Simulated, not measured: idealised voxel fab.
process module | voxel local oxidation
cross-section cut | 145 nm wide | cells 5 nm
A cross-section is a grid of square cells, given in bands from the top down. A band is one or more rows of cells.
Each band's line starts with the height of the band's top and of its bottom, in nm. Then come its materials from left to right, each with its width in nm. One material with "throughout" fills the band from edge to edge. "air" is empty space.
Height 0 is the level under which the wafer as received is all one material. The lowest band goes on downwards, as in "0 down".
A width such as "30 to 40" changes by the same amount from each row of cells to the next, from the band's top row to its bottom row.
"no change" after a step means that no cell of the cross-section changed.
closed voids: empty space of 8 cells or more with no open way to the top, each as width x height at its distance from the left edge, in nm
after a step's settings: what the simulator itself notes on the step
overlay nm, on a step with a mask: how far to the right of its planned place the mask lay; to the left if negative
plan
1 op RECEIVE | material Si
2 op OXIDIZE | depth nm 5
3 op CONFORMAL_DEP | material SiN | thk nm 10
4 op MASKED_ETCH | tone cover | mask id ACTIVE | width nm 110 | etch materials SiN | depth nm 10 | overlay nm 0
5 op SELECTIVE_ETCH | etch materials SiO2 | depth nm 5
6 op OXIDIZE | depth nm 15
7 op STRIP | etch materials SiN
as received, after step 1
  0 down: Si throughout
  closed voids: none
a wafer at the end: this start, this plan, one mistake
  -5 to -20: air 35 | Si 70 | air 40
  -20 down: Si throughout
  closed voids: none
what went wrong: step 7 ran as: op STRIP | etch materials SiO2
